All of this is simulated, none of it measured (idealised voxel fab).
Herein follows the process module entitled voxel capacitor over wiring.
Square cells of 5 nm make up the cross-section cut, whose width is 155 nm.
Square cells in a grid make up a cross-section in this document, and the grid is given as bands, listed from the top down, each one or more rows of cells.
Quick guide to a band line: top height, bottom height (nm) up front; then every material left to right with its width in nm. Only one material and it's marked "everywhere"? Then it fills the band edge to edge. And "air" just means empty space.
Where do heights start? At 0: under that level the wafer as delivered is made of one material only. And the lowest band has no floor; it just carries on downward, as in "0 -> down".
A width such as "30 to 40" changes by the same amount from each row of cells to the next, from the band's top row to its bottom row.
Where the words "no alterations made" appear for a step, the cross-section shows no cell changed by that step; every cell remained as before.
"Trapped cavities" specifies each empty space that is not open to the top and that occupies no fewer than 8 cells, using the form width x height at distance, the distance measured from the left edge and all three quantities in nm.
Read whatever lies past the settings on a step's line as the simulator's own remark about the step.
Steps that use a mask can have "overlay nm" on their line. It says how far the mask sat to the right of where it was meant to be. Negative means to the left.

-- Process steps foreseen in the plan
1) RECEIVE, material Si
2) CONFORMAL_DEP, material SiO2, thk nm 15
3) CONFORMAL_DEP, material SiN, thk nm 5
4) DIRECTIONAL_DEP, material SiO2, thk nm 25
5) DIRECTIONAL_DEP, material aC, thk nm 15
6) PATTERN, tone open, mask id METAL_1, material resist, width nm 30, pitch nm 80, thk nm 35, overlay nm 0
7) DIRECTIONAL_ETCH, etch materials aC, depth nm 15
8) STRIP, etch materials resist
9) DIRECTIONAL_ETCH, etch materials SiO2, depth nm 25
10) DIRECTIONAL_ETCH, etch materials SiN, depth nm 5
11) STRIP, etch materials aC
12) CONFORMAL_DEP, material TiN, thk nm 5
13) FILL_DEP, material Ru, thk nm 5
14) CMP, height nm 45
15) CONFORMAL_DEP, material SiCN, thk nm 5
16) DIRECTIONAL_DEP, material lowk, thk nm 15
17) MASKED_ETCH, tone open, mask id PLUG_1, width nm 15, etch materials lowk, depth nm 15, overlay nm 0
18) MASKED_ETCH, tone open, mask id PLUG_1, width nm 15, etch materials SiCN, depth nm 5, overlay nm 0
19) EPI, material Ru, thk nm 10
20) EPI, material Ru, thk nm 10
21) DIRECTIONAL_DEP, material TiN, thk nm 10
22) DIRECTIONAL_DEP, material HfO2, thk nm 5
23) DIRECTIONAL_DEP, material TiN, thk nm 10
24) DIRECTIONAL_DEP, material aC, thk nm 15
25) PATTERN, tone cover, mask id UPPER_PLATE, material resist, width nm 55, thk nm 30, overlay nm 0
26) DIRECTIONAL_ETCH, etch materials aC, depth nm 15
27) STRIP, etch materials resist
28) DIRECTIONAL_ETCH, etch materials TiN, depth nm 10
29) DIRECTIONAL_ETCH, etch materials HfO2, depth nm 5
30) STRIP, etch materials aC
31) DIRECTIONAL_DEP, material aC, thk nm 10
32) PATTERN, tone cover, mask id LOWER_PLATE, material resist, width nm 65, thk nm 30, overlay nm 0
33) DIRECTIONAL_ETCH, etch materials aC, depth nm 10
34) STRIP, etch materials resist
35) DIRECTIONAL_ETCH, etch materials TiN, depth nm 10
36) STRIP, etch materials aC
37) FILL_DEP, material SiO2, thk nm 20
38) CMP, height nm 105
39) MASKED_ETCH, tone open, mask id PLUG_2, width nm 15, etch materials SiO2, depth nm 15, overlay nm 0
40) CONFORMAL_DEP, material TiN, thk nm 5
41) FILL_DEP, material Ru, thk nm 10
42) CMP, height nm 105
43) CONFORMAL_DEP, material SiCN, thk nm 5

-- Cross-section: wafer on arrival = after step 1
    0 -> down | Si everywhere
    Trapped cavities: none

-- Here's the cross-section of the first of our two wafers at the end of the module - it ran as planned
    110 -> 105 | SiCN everywhere
    105 -> 95 | SiO2 45  TiN 5  Ru 5  TiN 5  SiO2 95
    95 -> 90 | SiO2 45  TiN 15  SiO2 95
    90 -> 80 | SiO2 35  TiN 55  SiO2 65
    80 -> 75 | SiO2 35  HfO2 55  SiO2 65
    75 -> 65 | SiO2 30  TiN 65  SiO2 60
    65 -> 50 | lowk 35  Ru 15  lowk 105
    50 -> 45 | SiCN 35  Ru 15  SiCN 105
    45 -> 20 | SiO2 20  TiN 5  Ru 20  TiN 5  SiO2 50  TiN 5  Ru 20  TiN 5  SiO2 25
    20 -> 15 | SiN 20  TiN 30  SiN 50  TiN 30  SiN 25
    15 -> 0 | SiO2 everywhere
    0 -> down | Si everywhere
    Trapped cavities: none

-- Module end: cross-section of wafer two of two. Same start and process plan as the first wafer. One mistake during execution
    110 -> 105 | SiCN everywhere
    105 -> 95 | SiO2 45  aC 5  Ru 5  aC 5  SiO2 95
    95 -> 90 | SiO2 45  aC 15  SiO2 95
    90 -> 80 | SiO2 35  TiN 55  SiO2 65
    80 -> 75 | SiO2 35  HfO2 55  SiO2 65
    75 -> 65 | SiO2 30  TiN 65  SiO2 60
    65 -> 50 | lowk 35  Ru 15  lowk 105
    50 -> 45 | SiCN 35  Ru 15  SiCN 105
    45 -> 20 | SiO2 20  TiN 5  Ru 20  TiN 5  SiO2 50  TiN 5  Ru 20  TiN 5  SiO2 25
    20 -> 15 | SiN 20  TiN 30  SiN 50  TiN 30  SiN 25
    15 -> 0 | SiO2 everywhere
    0 -> down | Si everywhere
    Trapped cavities: none
Finding, execution versus plan: step 40 did not use the planned setting and instead ran as CONFORMAL_DEP, material aC, thk nm 5
Upon completion, the second wafer contains, in terms of cells, a greater or smaller amount of certain materials than the first wafer: TiN: 7 fewer; aC: 7 more
